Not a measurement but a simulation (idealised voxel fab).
process module | voxel capacitor over wiring
cross-section cut | 235 nm wide | cells 5 nm
A cross-section is a grid of square cells, given in bands from the top down. A band is one or more rows of cells.
Each band's line starts with the height of the band's top and of its bottom, in nm. Then come its materials from left to right, each with its width in nm. One material with "throughout" fills the band from edge to edge. "air" is empty space.
Height 0 is the level under which the wafer as received is all one material. The lowest band goes on downwards, as in "0 down".
A width such as "30 to 40" changes by the same amount from each row of cells to the next, from the band's top row to its bottom row.
"no change" after a step means that no cell of the cross-section changed.
closed voids: empty space of 8 cells or more with no open way to the top, each as width x height at its distance from the left edge, in nm
after a step's settings: what the simulator itself notes on the step
overlay nm, on a step with a mask: how far to the right of its planned place the mask lay; to the left if negative
plan
1 op RECEIVE | material Si
2 op CONFORMAL_DEP | material SiO2 | thk nm 15
3 op CONFORMAL_DEP | material SiCN | thk nm 5
4 op DIRECTIONAL_DEP | material SiO2 | thk nm 15
5 op DIRECTIONAL_DEP | material aC | thk nm 10
6 op PATTERN | tone open | mask id METAL_1 | material resist | width nm 30 | pitch nm 95 | thk nm 25 | overlay nm 0
7 op DIRECTIONAL_ETCH | etch materials aC | depth nm 10
8 op STRIP | etch materials resist
9 op DIRECTIONAL_ETCH | etch materials SiO2 | depth nm 15
10 op DIRECTIONAL_ETCH | etch materials SiCN | depth nm 5
11 op STRIP | etch materials aC
12 op CONFORMAL_DEP | material TiN | thk nm 5
13 op FILL_DEP | material Cu | thk nm 5
14 op CMP | height nm 35
15 op CONFORMAL_DEP | material SiCN | thk nm 5
16 op DIRECTIONAL_DEP | material SiO2 | thk nm 15
17 op MASKED_ETCH | tone open | mask id PLUG_1 | width nm 15 | etch materials SiO2 | depth nm 15 | overlay nm 0
18 op MASKED_ETCH | tone open | mask id PLUG_1 | width nm 15 | etch materials SiCN | depth nm 5 | overlay nm 0
19 op CONFORMAL_DEP | material TiN | thk nm 5
20 op FILL_DEP | material Cu | thk nm 10
21 op CMP | height nm 55
22 op DIRECTIONAL_DEP | material TiN | thk nm 10
23 op DIRECTIONAL_DEP | material SiN | thk nm 5
24 op DIRECTIONAL_DEP | material TiN | thk nm 5
25 op PATTERN | tone cover | mask id UPPER_PLATE | material resist | width nm 70 | thk nm 20 | overlay nm 0
26 op DIRECTIONAL_ETCH | etch materials TiN | depth nm 5
27 op DIRECTIONAL_ETCH | etch materials SiN | depth nm 5
28 op STRIP | etch materials resist
29 op PATTERN | tone cover | mask id LOWER_PLATE | material resist | width nm 80 | thk nm 20 | overlay nm 0
30 op DIRECTIONAL_ETCH | etch materials TiN | depth nm 10
31 op STRIP | etch materials resist
32 op FILL_DEP | material SiO2 | thk nm 20
33 op CMP | height nm 90
34 op DIRECTIONAL_DEP | material aC | thk nm 10
35 op PATTERN | tone open | mask id PLUG_2 | material resist | width nm 15 | thk nm 30 | overlay nm 0
36 op DIRECTIONAL_ETCH | etch materials aC | depth nm 10
37 op STRIP | etch materials resist
38 op DIRECTIONAL_ETCH | etch materials SiO2 | depth nm 15
39 op STRIP | etch materials aC
40 op CONFORMAL_DEP | material TiN | thk nm 5
41 op FILL_DEP | material Ru | thk nm 10
42 op CMP | height nm 90
43 op CONFORMAL_DEP | material SiCN | thk nm 5
as received, after step 1
  0 down: Si throughout
  closed voids: none
first wafer at the end, as planned
  95 to 90: SiCN throughout
  90 to 80: SiO2 80 | TiN 5 | Ru 5 | TiN 5 | SiO2 140
  80 to 70: SiO2 80 to 70 | TiN 15 to 70 | SiO2 140 to 95
  70 to 65: SiO2 70 | SiN 70 | SiO2 95
  65 to 55: SiO2 65 | TiN 80 | SiO2 90
  55 to 40: SiO2 70 | TiN 5 | Cu 5 | TiN 5 | SiO2 150
  40 to 35: SiCN 70 | TiN 15 | SiCN 150
  35 to 20: SiO2 55 | TiN 5 | Cu 20 | TiN 5 | SiO2 65 | TiN 5 | Cu 20 | TiN 5 | SiO2 55
  20 to 15: SiCN 55 | TiN 30 | SiCN 65 | TiN 30 | SiCN 55
  15 to 0: SiO2 throughout
  0 down: Si throughout
  closed voids: none
second wafer at the end: like start, like plan, one mistake
  95 to 90: SiCN throughout
  90 to 80: SiO2 80 | TiN 5 | Ru 5 | TiN 5 | SiO2 140
  80 to 75: SiO2 80 | TiN 15 | SiO2 140
  75 to 70: SiO2 65 | TiN 5 | SiO2 70 | TiN 5 | SiO2 90
  70 to 65: SiN 70 | SiO2 70 | SiN 95
  65 to 55: TiN throughout
  55 to 40: SiO2 70 | TiN 5 | Cu 5 | TiN 5 | SiO2 150
  40 to 35: SiCN 70 | TiN 15 | SiCN 150
  35 to 20: SiO2 55 | TiN 5 | Cu 20 | TiN 5 | SiO2 65 | TiN 5 | Cu 20 | TiN 5 | SiO2 55
  20 to 15: SiCN 55 | TiN 30 | SiCN 65 | TiN 30 | SiCN 55
  15 to 0: SiO2 throughout
  0 down: Si throughout
  closed voids: none
what went wrong: step 25 ran as: op PATTERN | tone open | mask id UPPER_PLATE | material resist | width nm 70 | thk nm 20 | overlay nm 0
at the end the second wafer has, in cells: 19 more of SiN | 69 fewer of SiO2 | 50 more of TiN
